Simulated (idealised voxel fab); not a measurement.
Proc. module: voxel self aligned contacts
In the cross-section labelled cut, the width is 255 nm and each square cell is 5 nm.
Cross-section layout: square cells on a grid; listed as bands, top to bottom; a band spans one or more cell rows.
Each band's line starts with the height of the band's top and of its bottom, in nm. Then come its materials from left to right, each with its width in nm. One material with "full width" fills the band from edge to edge. "blank" is empty space.
Below 0: as-received wafer, all one material; heights counted from there. Lowest band: no bottom, goes on down, written "z 0 and below".
The expression "30..40" gives the width at the extremes of the band, the first number at its top row of cells and the second at its bottom row, with the width changing by equal amounts from each row to the next in between.
"no alterations made", as given for a step, is the statement that not any cell of the cross-section underwent a change during that step.
Heads up: "Trapped voids" only lists the empty pockets with no open path to the top that are 8 cells or more, and it writes them as width x height at distance, distance from the left edge, in nm.
Read whatever lies past the settings on a step's line as the simulator's own remark about the step.
The "overlay nm" setting may appear on a step's line; for a step that uses a mask, it gives how far to the right of its planned position the mask lay, and a negative value indicates the left.

Process steps (planned):
1,RECEIVE [material Si]
2,OXIDIZE [depth nm 5]
3,DIRECTIONAL_DEP [material polySi] [thk nm 30]
4,DIRECTIONAL_DEP [material SiN] [thk nm 25]
5,DIRECTIONAL_DEP [material aC] [thk nm 10]
6,PATTERN [tone cover] [mask id GATE] [material resist] [width nm 30] [pitch nm 75] [thk nm 30] [overlay nm 0]
7,DIRECTIONAL_ETCH [etch materials aC] [depth nm 10]
8,STRIP [etch materials resist]
9,DIRECTIONAL_ETCH [etch materials SiN] [depth nm 25]
10,DIRECTIONAL_ETCH [etch materials polySi] [depth nm 30]
11,STRIP [etch materials aC]
12,CONFORMAL_DEP [material SiN] [thk nm 10]
13,DIRECTIONAL_ETCH [etch materials SiN] [depth nm 10]
14,FILL_DEP [material SiO2] [thk nm 15]
15,CMP [height nm 60]
16,MASKED_ETCH [tone open] [mask id CONTACT] [width nm 55] [etch materials SiO2] [depth nm 65] [overlay nm -15]
17,CONFORMAL_DEP [material TiN] [thk nm 5]
18,FILL_DEP [material W] [thk nm 5]
19,CMP [height nm 60]
20,CONFORMAL_DEP [material SiCN] [thk nm 5]
The plan's step 16 overlay nm is the first wafer's value; the wafers differ in this setting and start identical.

Here's the first of the wafers in cross-section, just as we got it, i.e. after step 1:
* z 0 and below  Si full width
* Trapped voids: none

Every row in this table is a wafer at the end of the module, and it gives, for each of the materials, the cells that wafer has gained (+) or lost (-) since it was received, then its closed voids:
overlay nm -15; -51 Si; +51 SiCN; +148 SiN; +372 SiO2; +35 TiN; +36 W; +72 polySi; Trapped voids: none
overlay nm -10; -51 Si; +51 SiCN; +148 SiN; +372 SiO2; +35 TiN; +36 W; +72 polySi; Trapped voids: none
overlay nm -5; -51 Si; +51 SiCN; +148 SiN; +372 SiO2; +35 TiN; +36 W; +72 polySi; Trapped voids: none
overlay nm 0; -51 Si; +51 SiCN; +148 SiN; +372 SiO2; +35 TiN; +36 W; +72 polySi; Trapped voids: none
overlay nm 5; -51 Si; +51 SiCN; +148 SiN; +372 SiO2; +35 TiN; +36 W; +72 polySi; Trapped voids: none
overlay nm 10; -51 Si; +51 SiCN; +148 SiN; +372 SiO2; +35 TiN; +36 W; +72 polySi; Trapped voids: none
overlay nm 15; -51 Si; +51 SiCN; +148 SiN; +372 SiO2; +35 TiN; +36 W; +72 polySi; Trapped voids: none
